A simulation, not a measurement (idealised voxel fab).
Documented hereafter: the process module known as voxel wiring stack.
The cross-section shown here is cut; it is 160 nm wide and divided into square cells measuring 5 nm on a side.
Each cross-section below is a grid of square cells, stated as bands in top-down order, with one or more rows of cells making up each band.
Each band's line starts with the height of the band's top and of its bottom, in nm. Then come its materials from left to right, each with its width in nm. One material with "everywhere" fills the band from edge to edge. "air" is empty space.
All heights in this document are referenced to 0, defined as the level beneath which the wafer, as received, consists entirely of one material. The lowest band is not bounded below; it extends indefinitely downward and is written in the form "0..down".
Graded width ("30->40"): value in top row of band = first number; value in bottom row = second number; row-to-row change constant.
A step reported as "same as before" is a step in which no cell of the cross-section changed.
Voids not open to the top, 8 cells minimum: see "Sealed internal cavities". Written width x height at distance; distance is from the left edge; nm.
It should be noted that, on the line of a given step, the content following the step's settings is a remark produced by the simulator itself with respect to that step.
overlay nm: how far to the right of its planned place the mask lay on this masked step (negative: to the left).
Note: before/after cross-section pairs follow, one process step per pair, after-side truncated at the lowest changed band, step and settings given beneath. Different runs of this module on the same starting wafer may supply the pairs; a pair continues the one above only where the "Pre-process cross-section" entry says so.
**Pre-process cross-section**
110..100 | aC everywhere
100..75 | SiO2 everywhere
75..70 | SiCN everywhere
70..55 | lowk: 50 | TiN: 5 | Cu: 10 | TiN: 5 | lowk: 15 | TiN: 5 | Cu: 10 | TiN: 5 | lowk: 55
55..50 | lowk: 50 | TiN: 5 | Cu: 5 | TiN: 10 | lowk: 15 | TiN: 20 | lowk: 55
50..35 | lowk: 50 | TiN: 5 | Cu: 5 | TiN: 5 | lowk: 95
35..30 | SiCN: 50 | TiN: 15 | SiCN: 95
30..25 | lowk: 45 | SiCN: 30 | lowk: 5 | SiCN: 30 | lowk: 50
25..15 | lowk: 45 | SiCN: 5 | W: 20 | SiCN: 5 | lowk: 5 | SiCN: 5 | W: 20 | SiCN: 5 | lowk: 50
15..10 | SiCN: 50 | W: 20 | SiCN: 15 | W: 20 | SiCN: 55
10..0 | SiO2 everywhere
0..down | Si everywhere
Sealed internal cavities: none
**Resulting Structure**
140..110 | resist: 50 | air: 15 | resist: 20 | air: 15 | resist: 60
Nothing below the height 110 has changed.
Sealed internal cavities: none
Process step (between the before and after cross-sections above): PATTERN (tone open; mask id METAL_3_HOLES; material resist; width nm 15; pitch nm 35; thk nm 30; overlay nm 0)
Pre-process cross-section: The pre-step condition corresponds to the post-step cross-section depicted in the pair directly above.
**Resulting Structure**
130..110 | resist: 50 | air: 15 | resist: 20 | air: 15 | resist: 60
110..100 | aC: 50 | air: 15 | aC: 20 | air: 15 | aC: 60
Nothing below the height 100 has changed.
Sealed internal cavities: none
Process step (between the before and after cross-sections above): DIRECTIONAL_ETCH (etch materials aC; depth nm 10)
Pre-process cross-section: The pre-step condition corresponds to the post-step cross-section depicted in the pair directly above.
**Resulting Structure**
110..100 | aC: 50 | air: 15 | aC: 20 | air: 15 | aC: 60
Nothing below the height 100 has changed.
Sealed internal cavities: none
Process step (between the before and after cross-sections above): STRIP (etch materials resist)
Pre-process cross-section: The pre-step condition corresponds to the post-step cross-section depicted in the pair directly above.
**Resulting Structure**
110..100 | aC: 50 | air: 15 | aC: 20 | air: 15 | aC: 60
100..75 | SiO2: 50 | air: 15 | SiO2: 20 | air: 15 | SiO2: 60
Nothing below the height 75 has changed.
Sealed internal cavities: none
Process step (between the before and after cross-sections above): DIRECTIONAL_ETCH (etch materials SiO2; depth nm 25)
Pre-process cross-section: The pre-step condition corresponds to the post-step cross-section depicted in the pair directly above.
**Resulting Structure**
100..75 | SiO2: 50 | air: 15 | SiO2: 20 | air: 15 | SiO2: 60
Nothing below the height 75 has changed.
Sealed internal cavities: none
Process step (between the before and after cross-sections above): STRIP (etch materials aC)
Pre-process cross-section: The pre-step condition corresponds to the post-step cross-section depicted in the pair directly above.
**Resulting Structure**
115..100 | resist: 50 | air: 20 | resist: 15 | air: 20 | resist: 55
Nothing below the height 100 has changed.
Sealed internal cavities: none
Process step (between the before and after cross-sections above): PATTERN (tone open; mask id METAL_3; material resist; width nm 20; pitch nm 35; thk nm 15; overlay nm 0)
Pre-process cross-section: The pre-step condition corresponds to the post-step cross-section depicted in the pair directly above.
**Resulting Structure**
115..100 | resist: 50 | air: 20 | resist: 15 | air: 20 | resist: 55
100..85 | SiO2: 50 | air: 20 | SiO2: 15 | air: 20 | SiO2: 55
Nothing below the height 85 has changed.
Sealed internal cavities: none
Process step (between the before and after cross-sections above): DIRECTIONAL_ETCH (etch materials SiO2; depth nm 15)
Pre-process cross-section: The pre-step condition corresponds to the post-step cross-section depicted in the pair directly above.
**Resulting Structure**
115..100 | resist: 50 | air: 20 | resist: 15 | air: 20 | resist: 55
100..85 | SiO2: 50 | air: 20 | SiO2: 15 | air: 20 | SiO2: 55
85..75 | SiO2: 50 | air: 15 | SiO2: 20 | air: 15 | SiO2: 60
75..70 | SiCN: 50 | air: 15 | SiCN: 20 | air: 15 | SiCN: 60
Nothing below the height 70 has changed.
Sealed internal cavities: none
Process step (between the before and after cross-sections above): DIRECTIONAL_ETCH (etch materials SiCN; depth nm 5)
Pre-process cross-section: The pre-step condition corresponds to the post-step cross-section depicted in the pair directly above.
**Resulting Structure**
100..85 | SiO2: 50 | air: 20 | SiO2: 15 | air: 20 | SiO2: 55
Nothing below the height 85 has changed.
Sealed internal cavities: none
Process step (between the before and after cross-sections above): STRIP (etch materials resist)
Pre-process cross-section: The pre-step condition corresponds to the post-step cross-section depicted in the pair directly above.
**Resulting Structure**
105..100 | TiN: 55 | air: 10 | TiN: 25 | air: 10 | TiN: 60
100..90 | SiO2: 50 | TiN: 5 | air: 10 | TiN: 5 | SiO2: 15 | TiN: 5 | air: 10 | TiN: 5 | SiO2: 55
90..85 | SiO2: 50 | TiN: 5 | air: 5 | TiN: 10 | SiO2: 15 | TiN: 5 | air: 5 | TiN: 10 | SiO2: 55
85..75 | SiO2: 50 | TiN: 5 | air: 5 | TiN: 5 | SiO2: 20 | TiN: 5 | air: 5 | TiN: 5 | SiO2: 60
75..70 | SiCN: 50 | TiN: 15 | SiCN: 20 | TiN: 15 | SiCN: 60
Nothing below the height 70 has changed.
Sealed internal cavities: none
Process step (between the before and after cross-sections above): CONFORMAL_DEP (material TiN; thk nm 5)
Pre-process cross-section: The pre-step condition corresponds to the post-step cross-section depicted in the pair directly above.
**Resulting Structure**
110..105 | Ru everywhere
105..100 | TiN: 55 | Ru: 10 | TiN: 25 | Ru: 10 | TiN: 60
100..90 | SiO2: 50 | TiN: 5 | Ru: 10 | TiN: 5 | SiO2: 15 | TiN: 5 | Ru: 10 | TiN: 5 | SiO2: 55
90..85 | SiO2: 50 | TiN: 5 | Ru: 5 | TiN: 10 | SiO2: 15 | TiN: 5 | Ru: 5 | TiN: 10 | SiO2: 55
85..75 | SiO2: 50 | TiN: 5 | Ru: 5 | TiN: 5 | SiO2: 20 | TiN: 5 | Ru: 5 | TiN: 5 | SiO2: 60
Nothing below the height 75 has changed.
Sealed internal cavities: none
Process step (between the before and after cross-sections above): FILL_DEP (material Ru; thk nm 5)
Pre-process cross-section: The pre-step condition corresponds to the post-step cross-section depicted in the pair directly above.
**Resulting Structure**
100..90 | SiO2: 50 | TiN: 5 | Ru: 10 | TiN: 5 | SiO2: 15 | TiN: 5 | Ru: 10 | TiN: 5 | SiO2: 55
Nothing below the height 90 has changed.
Sealed internal cavities: none
Process step (between the before and after cross-sections above): CMP (height nm 100)
Pre-process cross-section: The pre-step condition corresponds to the post-step cross-section depicted in the pair directly above.
**Resulting Structure**
105..100 | SiCN everywhere
Nothing below the height 100 has changed.
Sealed internal cavities: none
Process step (between the before and after cross-sections above): CONFORMAL_DEP (material SiCN; thk nm 5)
**Pre-process cross-section**
100..75 | SiO2 everywhere
75..70 | SiCN everywhere
70..55 | lowk: 50 | TiN: 5 | Cu: 10 | TiN: 5 | lowk: 15 | TiN: 5 | Cu: 10 | TiN: 5 | lowk: 55
55..50 | lowk: 50 | TiN: 5 | Cu: 5 | TiN: 10 | lowk: 15 | TiN: 20 | lowk: 55
50..35 | lowk: 50 | TiN: 5 | Cu: 5 | TiN: 5 | lowk: 95
35..30 | SiCN: 50 | TiN: 15 | SiCN: 95
30..15 | lowk: 45 | SiCN: 5 | W: 20 | SiCN: 5 | lowk: 5 | SiCN: 5 | W: 20 | SiCN: 5 | lowk: 50
15..10 | SiCN: 50 | TiN: 20 | SiCN: 15 | TiN: 20 | SiCN: 55
10..0 | SiO2 everywhere
0..down | Si everywhere
Sealed internal cavities: none
**Resulting Structure**
125..75 | SiO2 everywhere
Nothing below the height 75 has changed.
Sealed internal cavities: none
Process step (between the before and after cross-sections above): DIRECTIONAL_DEP (material SiO2; thk nm 25)
Pre-process cross-section: The pre-step condition corresponds to the post-step cross-section depicted in the pair directly above.
**Resulting Structure**
135..125 | aC everywhere
Nothing below the height 125 has changed.
Sealed internal cavities: none
Process step (between the before and after cross-sections above): DIRECTIONAL_DEP (material aC; thk nm 10)
Pre-process cross-section: The pre-step condition corresponds to the post-step cross-section depicted in the pair directly above.
**Resulting Structure**
165..135 | resist: 50 | air: 15 | resist: 20 | air: 15 | resist: 60
Nothing below the height 135 has changed.
Sealed internal cavities: none
Process step (between the before and after cross-sections above): PATTERN (tone open; mask id METAL_3_HOLES; material resist; width nm 15; pitch nm 35; thk nm 30; overlay nm 0)
Pre-process cross-section: The pre-step condition corresponds to the post-step cross-section depicted in the pair directly above.
**Resulting Structure**
155..135 | resist: 50 | air: 15 | resist: 20 | air: 15 | resist: 60
135..125 | aC: 50 | air: 15 | aC: 20 | air: 15 | aC: 60
Nothing below the height 125 has changed.
Sealed internal cavities: none
Process step (between the before and after cross-sections above): DIRECTIONAL_ETCH (etch materials aC; depth nm 10)
Pre-process cross-section: The pre-step condition corresponds to the post-step cross-section depicted in the pair directly above.
**Resulting Structure**
135..125 | aC: 50 | air: 15 | aC: 20 | air: 15 | aC: 60
Nothing below the height 125 has changed.
Sealed internal cavities: none
Process step (between the before and after cross-sections above): STRIP (etch materials resist)
Pre-process cross-section: The pre-step condition corresponds to the post-step cross-section depicted in the pair directly above.
**Resulting Structure**
135..125 | aC: 50 | air: 15 | aC: 20 | air: 15 | aC: 60
125..100 | SiO2: 50 | air: 15 | SiO2: 20 | air: 15 | SiO2: 60
Nothing below the height 100 has changed.
Sealed internal cavities: none
Process step (between the before and after cross-sections above): DIRECTIONAL_ETCH (etch materials SiO2; depth nm 25)
Pre-process cross-section: The pre-step condition corresponds to the post-step cross-section depicted in the pair directly above.
**Resulting Structure**
125..100 | SiO2: 50 | air: 15 | SiO2: 20 | air: 15 | SiO2: 60
Nothing below the height 100 has changed.
Sealed internal cavities: none
Process step (between the before and after cross-sections above): STRIP (etch materials aC)
Pre-process cross-section: The pre-step condition corresponds to the post-step cross-section depicted in the pair directly above.
**Resulting Structure**
140..125 | resist: 50 | air: 20 | resist: 15 | air: 20 | resist: 55
Nothing below the height 125 has changed.
Sealed internal cavities: none
Process step (between the before and after cross-sections above): PATTERN (tone open; mask id METAL_3; material resist; width nm 20; pitch nm 35; thk nm 15; overlay nm 0)
Pre-process cross-section: The pre-step condition corresponds to the post-step cross-section depicted in the pair directly above.
**Resulting Structure**
140..125 | resist: 50 | air: 20 | resist: 15 | air: 20 | resist: 55
125..110 | SiO2: 50 | air: 20 | SiO2: 15 | air: 20 | SiO2: 55
110..85 | SiO2: 50 | air: 15 | SiO2: 20 | air: 15 | SiO2: 60
Nothing below the height 85 has changed.
Sealed internal cavities: none
Process step (between the before and after cross-sections above): DIRECTIONAL_ETCH (etch materials SiO2; depth nm 15)
Pre-process cross-section: The pre-step condition corresponds to the post-step cross-section depicted in the pair directly above.
**Resulting Structure**
125..110 | SiO2: 50 | air: 20 | SiO2: 15 | air: 20 | SiO2: 55
Nothing below the height 110 has changed.
Sealed internal cavities: none
Process step (between the before and after cross-sections above): STRIP (etch materials resist)
Pre-process cross-section: The pre-step condition corresponds to the post-step cross-section depicted in the pair directly above.
**Resulting Structure**
130..125 | TiN: 55 | air: 10 | TiN: 25 | air: 10 | TiN: 60
125..115 | SiO2: 50 | TiN: 5 | air: 10 | TiN: 5 | SiO2: 15 | TiN: 5 | air: 10 | TiN: 5 | SiO2: 55
115..110 | SiO2: 50 | TiN: 5 | air: 5 | TiN: 10 | SiO2: 15 | TiN: 5 | air: 5 | TiN: 10 | SiO2: 55
110..90 | SiO2: 50 | TiN: 5 | air: 5 | TiN: 5 | SiO2: 20 | TiN: 5 | air: 5 | TiN: 5 | SiO2: 60
90..85 | SiO2: 50 | TiN: 15 | SiO2: 20 | TiN: 15 | SiO2: 60
Nothing below the height 85 has changed.
Sealed internal cavities: none
Process step (between the before and after cross-sections above): CONFORMAL_DEP (material TiN; thk nm 5)
Pre-process cross-section: The pre-step condition corresponds to the post-step cross-section depicted in the pair directly above.
**Resulting Structure**
135..130 | Ru everywhere
130..125 | TiN: 55 | Ru: 10 | TiN: 25 | Ru: 10 | TiN: 60
125..115 | SiO2: 50 | TiN: 5 | Ru: 10 | TiN: 5 | SiO2: 15 | TiN: 5 | Ru: 10 | TiN: 5 | SiO2: 55
115..110 | SiO2: 50 | TiN: 5 | Ru: 5 | TiN: 10 | SiO2: 15 | TiN: 5 | Ru: 5 | TiN: 10 | SiO2: 55
110..90 | SiO2: 50 | TiN: 5 | Ru: 5 | TiN: 5 | SiO2: 20 | TiN: 5 | Ru: 5 | TiN: 5 | SiO2: 60
Nothing below the height 90 has changed.
Sealed internal cavities: none
Process step (between the before and after cross-sections above): FILL_DEP (material Ru; thk nm 5)
Pre-process cross-section: The pre-step condition corresponds to the post-step cross-section depicted in the pair directly above.
**Resulting Structure**
100..90 | SiO2: 50 | TiN: 5 | Ru: 5 | TiN: 5 | SiO2: 20 | TiN: 5 | Ru: 5 | TiN: 5 | SiO2: 60
Nothing below the height 90 has changed.
Sealed internal cavities: none
Process step (between the before and after cross-sections above): CMP (height nm 100)
Pre-process cross-section: The pre-step condition corresponds to the post-step cross-section depicted in the pair directly above.
**Resulting Structure**
105..100 | SiCN everywhere
Nothing below the height 100 has changed.
Sealed internal cavities: none
Process step (between the before and after cross-sections above): CONFORMAL_DEP (material SiCN; thk nm 5)
**Pre-process cross-section**
25..10 | W everywhere
10..0 | SiO2 everywhere
0..down | Si everywhere
Sealed internal cavities: none
**Resulting Structure**
30..25 | TiN everywhere
Nothing below the height 25 has changed.
Sealed internal cavities: none
Process step (between the before and after cross-sections above): DIRECTIONAL_DEP (material TiN; thk nm 5)
Pre-process cross-section: The pre-step condition corresponds to the post-step cross-section depicted in the pair directly above.
**Resulting Structure**
45..30 | air: 50 | resist: 20 | air: 15 | resist: 20 | air: 55
Nothing below the height 30 has changed.
Sealed internal cavities: none
Process step (between the before and after cross-sections above): PATTERN (tone cover; mask id METAL_1; material resist; width nm 20; pitch nm 35; thk nm 15; overlay nm 0)
Pre-process cross-section: The pre-step condition corresponds to the post-step cross-section depicted in the pair directly above.
**Resulting Structure**
45..30 | air: 50 | resist: 20 | air: 15 | resist: 20 | air: 55
30..25 | air: 50 | TiN: 20 | air: 15 | TiN: 20 | air: 55
Nothing below the height 25 has changed.
Sealed internal cavities: none
Process step (between the before and after cross-sections above): DIRECTIONAL_ETCH (etch materials TiN; depth nm 5)
Pre-process cross-section: The pre-step condition corresponds to the post-step cross-section depicted in the pair directly above.
**Resulting Structure**
30..25 | air: 50 | TiN: 20 | air: 15 | TiN: 20 | air: 55
Nothing below the height 25 has changed.
Sealed internal cavities: none
Process step (between the before and after cross-sections above): STRIP (etch materials resist)
Pre-process cross-section: The pre-step condition corresponds to the post-step cross-section depicted in the pair directly above.
**Resulting Structure**
35..30 | air: 45 | SiCN: 30 | air: 5 | SiCN: 30 | air: 50
30..25 | SiCN: 50 | TiN: 20 | SiCN: 15 | TiN: 20 | SiCN: 55
Nothing below the height 25 has changed.
Sealed internal cavities: none
Process step (between the before and after cross-sections above): CONFORMAL_DEP (material SiCN; thk nm 5)
Pre-process cross-section: The pre-step condition corresponds to the post-step cross-section depicted in the pair directly above.
**Resulting Structure**
40..35 | lowk everywhere
35..30 | lowk: 45 | SiCN: 30 | lowk: 5 | SiCN: 30 | lowk: 50
Nothing below the height 30 has changed.
Sealed internal cavities: none
Process step (between the before and after cross-sections above): FILL_DEP (material lowk; thk nm 5)
Pre-process cross-section: The pre-step condition corresponds to the post-step cross-section depicted in the pair directly above.
**Resulting Structure**
30..25 | SiCN: 50 | TiN: 20 | SiCN: 15 | TiN: 20 | SiCN: 55
Nothing below the height 25 has changed.
Sealed internal cavities: none
Process step (between the before and after cross-sections above): CMP (height nm 30)
Pre-process cross-section: The pre-step condition corresponds to the post-step cross-section depicted in the pair directly above.
**Resulting Structure**
35..30 | SiCN everywhere
Nothing below the height 30 has changed.
Sealed internal cavities: none
Process step (between the before and after cross-sections above): CONFORMAL_DEP (material SiCN; thk nm 5)
Pre-process cross-section: The pre-step condition corresponds to the post-step cross-section depicted in the pair directly above.
**Resulting Structure**
70..35 | lowk everywhere
Nothing below the height 35 has changed.
Sealed internal cavities: none
Process step (between the before and after cross-sections above): DIRECTIONAL_DEP (material lowk; thk nm 35)
Pre-process cross-section: The pre-step condition corresponds to the post-step cross-section depicted in the pair directly above.
**Resulting Structure**
80..70 | aC everywhere
Nothing below the height 70 has changed.
Sealed internal cavities: none
Process step (between the before and after cross-sections above): DIRECTIONAL_DEP (material aC; thk nm 10)
Pre-process cross-section: The pre-step condition corresponds to the post-step cross-section depicted in the pair directly above.
**Resulting Structure**
110..80 | resist: 50 | air: 20 | resist: 15 | air: 20 | resist: 55
Nothing below the height 80 has changed.
Sealed internal cavities: none
Process step (between the before and after cross-sections above): PATTERN (tone open; mask id METAL_2; material resist; width nm 20; pitch nm 35; thk nm 30; overlay nm 0)
Pre-process cross-section: The pre-step condition corresponds to the post-step cross-section depicted in the pair directly above.
**Resulting Structure**
100..80 | resist: 50 | air: 20 | resist: 15 | air: 20 | resist: 55
80..70 | aC: 50 | air: 20 | aC: 15 | air: 20 | aC: 55
Nothing below the height 70 has changed.
Sealed internal cavities: none
Process step (between the before and after cross-sections above): DIRECTIONAL_ETCH (etch materials aC; depth nm 10)
Pre-process cross-section: The pre-step condition corresponds to the post-step cross-section depicted in the pair directly above.
**Resulting Structure**
80..70 | aC: 50 | air: 20 | aC: 15 | air: 20 | aC: 55
Nothing below the height 70 has changed.
Sealed internal cavities: none
Process step (between the before and after cross-sections above): STRIP (etch materials resist)
Pre-process cross-section: The pre-step condition corresponds to the post-step cross-section depicted in the pair directly above.
**Resulting Structure**
80..70 | aC: 50 | air: 20 | aC: 15 | air: 20 | aC: 55
70..50 | lowk: 50 | air: 20 | lowk: 15 | air: 20 | lowk: 55
Nothing below the height 50 has changed.
Sealed internal cavities: none
Process step (between the before and after cross-sections above): DIRECTIONAL_ETCH (etch materials lowk; depth nm 20)
Pre-process cross-section: The pre-step condition corresponds to the post-step cross-section depicted in the pair directly above.
**Resulting Structure**
70..50 | lowk: 50 | air: 20 | lowk: 15 | air: 20 | lowk: 55
Nothing below the height 50 has changed.
Sealed internal cavities: none
Process step (between the before and after cross-sections above): STRIP (etch materials aC)
Pre-process cross-section: The pre-step condition corresponds to the post-step cross-section depicted in the pair directly above.
**Resulting Structure**
80..70 | aC: 50 | air: 20 | aC: 15 | air: 20 | aC: 55
70..60 | lowk: 50 | air: 20 | lowk: 15 | air: 20 | lowk: 55
60..50 | lowk: 50 | aC: 20 | lowk: 15 | aC: 20 | lowk: 55
Nothing below the height 50 has changed.
Sealed internal cavities: none
Process step (between the before and after cross-sections above): DIRECTIONAL_DEP (material aC; thk nm 10)
Pre-process cross-section: The pre-step condition corresponds to the post-step cross-section depicted in the pair directly above.
**Resulting Structure**
110..80 | resist: 50 | air: 15 | resist: 95
80..70 | aC: 50 | air: 15 | resist: 5 | aC: 15 | resist: 20 | aC: 55
70..60 | lowk: 50 | air: 15 | resist: 5 | lowk: 15 | resist: 20 | lowk: 55
Nothing below the height 60 has changed.
Sealed internal cavities: none
Process step (between the before and after cross-sections above): PATTERN (tone open; mask id METAL_2_HOLES; material resist; width nm 15; thk nm 30; overlay nm 0)
Pre-process cross-section: The pre-step condition corresponds to the post-step cross-section depicted in the pair directly above.
**Resulting Structure**
100..80 | resist: 50 | air: 15 | resist: 95
80..70 | aC: 50 | air: 15 | resist: 5 | aC: 15 | resist: 20 | aC: 55
70..60 | lowk: 50 | air: 15 | resist: 5 | lowk: 15 | resist: 20 | lowk: 55
60..50 | lowk: 50 | air: 15 | aC: 5 | lowk: 15 | aC: 20 | lowk: 55
Nothing below the height 50 has changed.
Sealed internal cavities: none
Process step (between the before and after cross-sections above): DIRECTIONAL_ETCH (etch materials aC; depth nm 10)
Pre-process cross-section: The pre-step condition corresponds to the post-step cross-section depicted in the pair directly above.
**Resulting Structure**
80..70 | aC: 50 | air: 20 | aC: 15 | air: 20 | aC: 55
70..60 | lowk: 50 | air: 20 | lowk: 15 | air: 20 | lowk: 55
Nothing below the height 60 has changed.
Sealed internal cavities: none
Process step (between the before and after cross-sections above): STRIP (etch materials resist)
Pre-process cross-section: The pre-step condition corresponds to the post-step cross-section depicted in the pair directly above.
**Resulting Structure**
80..70 | aC: 50 | air: 20 | aC: 15 | air: 20 | aC: 55
70..60 | lowk: 50 | air: 20 | lowk: 15 | air: 20 | lowk: 55
60..50 | lowk: 50 | air: 15 | aC: 5 | lowk: 15 | aC: 20 | lowk: 55
50..35 | lowk: 50 | air: 15 | lowk: 95
Nothing below the height 35 has changed.
Sealed internal cavities: none
Process step (between the before and after cross-sections above): DIRECTIONAL_ETCH (etch materials lowk; depth nm 15)
Pre-process cross-section: The pre-step condition corresponds to the post-step cross-section depicted in the pair directly above.
**Resulting Structure**
80..70 | aC: 50 | air: 20 | aC: 15 | air: 20 | aC: 55
70..60 | lowk: 50 | air: 20 | lowk: 15 | air: 20 | lowk: 55
60..50 | lowk: 50 | air: 15 | aC: 5 | lowk: 15 | aC: 20 | lowk: 55
50..35 | lowk: 50 | air: 15 | lowk: 95
35..30 | SiCN: 50 | air: 15 | SiCN: 95
Nothing below the height 30 has changed.
Sealed internal cavities: none
Process step (between the before and after cross-sections above): DIRECTIONAL_ETCH (etch materials SiCN; depth nm 5)
Pre-process cross-section: The pre-step condition corresponds to the post-step cross-section depicted in the pair directly above.
**Resulting Structure**
70..50 | lowk: 50 | air: 20 | lowk: 15 | air: 20 | lowk: 55
Nothing below the height 50 has changed.
Sealed internal cavities: none
Process step (between the before and after cross-sections above): STRIP (etch materials aC)
Pre-process cross-section: The pre-step condition corresponds to the post-step cross-section depicted in the pair directly above.
**Resulting Structure**
75..70 | TiN: 55 | air: 10 | TiN: 25 | air: 10 | TiN: 60
70..55 | lowk: 50 | TiN: 5 | air: 10 | TiN: 5 | lowk: 15 | TiN: 5 | air: 10 | TiN: 5 | lowk: 55
55..50 | lowk: 50 | TiN: 5 | air: 5 | TiN: 10 | lowk: 15 | TiN: 20 | lowk: 55
50..35 | lowk: 50 | TiN: 5 | air: 5 | TiN: 5 | lowk: 95
35..30 | SiCN: 50 | TiN: 15 | SiCN: 95
Nothing below the height 30 has changed.
Sealed internal cavities: none
Process step (between the before and after cross-sections above): CONFORMAL_DEP (material TiN; thk nm 5)
Pre-process cross-section: The pre-step condition corresponds to the post-step cross-section depicted in the pair directly above.
**Resulting Structure**
85..75 | Cu everywhere
75..70 | TiN: 55 | Cu: 10 | TiN: 25 | Cu: 10 | TiN: 60
70..55 | lowk: 50 | TiN: 5 | Cu: 10 | TiN: 5 | lowk: 15 | TiN: 5 | Cu: 10 | TiN: 5 | lowk: 55
55..50 | lowk: 50 | TiN: 5 | Cu: 5 | TiN: 10 | lowk: 15 | TiN: 20 | lowk: 55
50..35 | lowk: 50 | TiN: 5 | Cu: 5 | TiN: 5 | lowk: 95
Nothing below the height 35 has changed.
Sealed internal cavities: none
Process step (between the before and after cross-sections above): FILL_DEP (material Cu; thk nm 10)
Pre-process cross-section: The pre-step condition corresponds to the post-step cross-section depicted in the pair directly above.
**Resulting Structure**
70..55 | lowk: 50 | TiN: 5 | Cu: 10 | TiN: 5 | lowk: 15 | TiN: 5 | Cu: 10 | TiN: 5 | lowk: 55
Nothing below the height 55 has changed.
Sealed internal cavities: none
Process step (between the before and after cross-sections above): CMP (height nm 70)
Pre-process cross-section: The pre-step condition corresponds to the post-step cross-section depicted in the pair directly above.
**Resulting Structure**
75..70 | SiCN everywhere
Nothing below the height 70 has changed.
Sealed internal cavities: none
Process step (between the before and after cross-sections above): CONFORMAL_DEP (material SiCN; thk nm 5)
Pre-process cross-section: The pre-step condition corresponds to the post-step cross-section depicted in the pair directly above.
**Resulting Structure**
100..75 | SiO2 everywhere
Nothing below the height 75 has changed.
Sealed internal cavities: none
Process step (between the before and after cross-sections above): DIRECTIONAL_DEP (material SiO2; thk nm 25)
Pre-process cross-section: The pre-step condition corresponds to the post-step cross-section depicted in the pair directly above.
**Resulting Structure**
110..100 | aC everywhere
Nothing below the height 100 has changed.
Sealed internal cavities: none
Process step (between the before and after cross-sections above): DIRECTIONAL_DEP (material aC; thk nm 10)
Pre-process cross-section: The pre-step condition corresponds to the post-step cross-section depicted in the pair directly above.
**Resulting Structure**
140..110 | resist: 50 | air: 15 | resist: 20 | air: 15 | resist: 60
Nothing below the height 110 has changed.
Sealed internal cavities: none
Process step (between the before and after cross-sections above): PATTERN (tone open; mask id METAL_3_HOLES; material resist; width nm 15; pitch nm 35; thk nm 30; overlay nm 0)
Pre-process cross-section: The pre-step condition corresponds to the post-step cross-section depicted in the pair directly above.
**Resulting Structure**
130..110 | resist: 50 | air: 15 | resist: 20 | air: 15 | resist: 60
110..100 | aC: 50 | air: 15 | aC: 20 | air: 15 | aC: 60
Nothing below the height 100 has changed.
Sealed internal cavities: none
Process step (between the before and after cross-sections above): DIRECTIONAL_ETCH (etch materials aC; depth nm 10)
Pre-process cross-section: The pre-step condition corresponds to the post-step cross-section depicted in the pair directly above.
**Resulting Structure**
110..100 | aC: 50 | air: 15 | aC: 20 | air: 15 | aC: 60
Nothing below the height 100 has changed.
Sealed internal cavities: none
Process step (between the before and after cross-sections above): STRIP (etch materials resist)
Pre-process cross-section: The pre-step condition corresponds to the post-step cross-section depicted in the pair directly above.
**Resulting Structure**
110..100 | aC: 50 | air: 15 | aC: 20 | air: 15 | aC: 60
100..75 | SiO2: 50 | air: 15 | SiO2: 20 | air: 15 | SiO2: 60
Nothing below the height 75 has changed.
Sealed internal cavities: none
Process step (between the before and after cross-sections above): DIRECTIONAL_ETCH (etch materials SiO2; depth nm 25)
Pre-process cross-section: The pre-step condition corresponds to the post-step cross-section depicted in the pair directly above.
**Resulting Structure**
100..75 | SiO2: 50 | air: 15 | SiO2: 20 | air: 15 | SiO2: 60
Nothing below the height 75 has changed.
Sealed internal cavities: none
Process step (between the before and after cross-sections above): STRIP (etch materials aC)
Pre-process cross-section: The pre-step condition corresponds to the post-step cross-section depicted in the pair directly above.
**Resulting Structure**
115..100 | resist: 50 | air: 20 | resist: 15 | air: 20 | resist: 55
Nothing below the height 100 has changed.
Sealed internal cavities: none
Process step (between the before and after cross-sections above): PATTERN (tone open; mask id METAL_3; material resist; width nm 20; pitch nm 35; thk nm 15; overlay nm 0)
Pre-process cross-section: The pre-step condition corresponds to the post-step cross-section depicted in the pair directly above.
**Resulting Structure**
115..100 | resist: 50 | air: 20 | resist: 15 | air: 20 | resist: 55
100..85 | SiO2: 50 | air: 20 | SiO2: 15 | air: 20 | SiO2: 55
Nothing below the height 85 has changed.
Sealed internal cavities: none
Process step (between the before and after cross-sections above): DIRECTIONAL_ETCH (etch materials SiO2; depth nm 15)
Pre-process cross-section: The pre-step condition corresponds to the post-step cross-section depicted in the pair directly above.
**Resulting Structure**
115..100 | resist: 50 | air: 20 | resist: 15 | air: 20 | resist: 55
100..85 | SiO2: 50 | air: 20 | SiO2: 15 | air: 20 | SiO2: 55
85..75 | SiO2: 50 | air: 15 | SiO2: 20 | air: 15 | SiO2: 60
75..70 | SiCN: 50 | air: 15 | SiCN: 20 | air: 15 | SiCN: 60
Nothing below the height 70 has changed.
Sealed internal cavities: none
Process step (between the before and after cross-sections above): DIRECTIONAL_ETCH (etch materials SiCN; depth nm 5)
Pre-process cross-section: The pre-step condition corresponds to the post-step cross-section depicted in the pair directly above.
**Resulting Structure**
100..85 | SiO2: 50 | air: 20 | SiO2: 15 | air: 20 | SiO2: 55
Nothing below the height 85 has changed.
Sealed internal cavities: none
Process step (between the before and after cross-sections above): STRIP (etch materials resist)
Pre-process cross-section: The pre-step condition corresponds to the post-step cross-section depicted in the pair directly above.
**Resulting Structure**
105..100 | TiN: 55 | air: 10 | TiN: 25 | air: 10 | TiN: 60
100..90 | SiO2: 50 | TiN: 5 | air: 10 | TiN: 5 | SiO2: 15 | TiN: 5 | air: 10 | TiN: 5 | SiO2: 55
90..85 | SiO2: 50 | TiN: 5 | air: 5 | TiN: 10 | SiO2: 15 | TiN: 5 | air: 5 | TiN: 10 | SiO2: 55
85..75 | SiO2: 50 | TiN: 5 | air: 5 | TiN: 5 | SiO2: 20 | TiN: 5 | air: 5 | TiN: 5 | SiO2: 60
75..70 | SiCN: 50 | TiN: 15 | SiCN: 20 | TiN: 15 | SiCN: 60
Nothing below the height 70 has changed.
Sealed internal cavities: none
Process step (between the before and after cross-sections above): CONFORMAL_DEP (material TiN; thk nm 5)
Pre-process cross-section: The pre-step condition corresponds to the post-step cross-section depicted in the pair directly above.
**Resulting Structure**
110..105 | Ru everywhere
105..100 | TiN: 55 | Ru: 10 | TiN: 25 | Ru: 10 | TiN: 60
100..90 | SiO2: 50 | TiN: 5 | Ru: 10 | TiN: 5 | SiO2: 15 | TiN: 5 | Ru: 10 | TiN: 5 | SiO2: 55
90..85 | SiO2: 50 | TiN: 5 | Ru: 5 | TiN: 10 | SiO2: 15 | TiN: 5 | Ru: 5 | TiN: 10 | SiO2: 55
85..75 | SiO2: 50 | TiN: 5 | Ru: 5 | TiN: 5 | SiO2: 20 | TiN: 5 | Ru: 5 | TiN: 5 | SiO2: 60
Nothing below the height 75 has changed.
Sealed internal cavities: none
Process step (between the before and after cross-sections above): FILL_DEP (material Ru; thk nm 5)
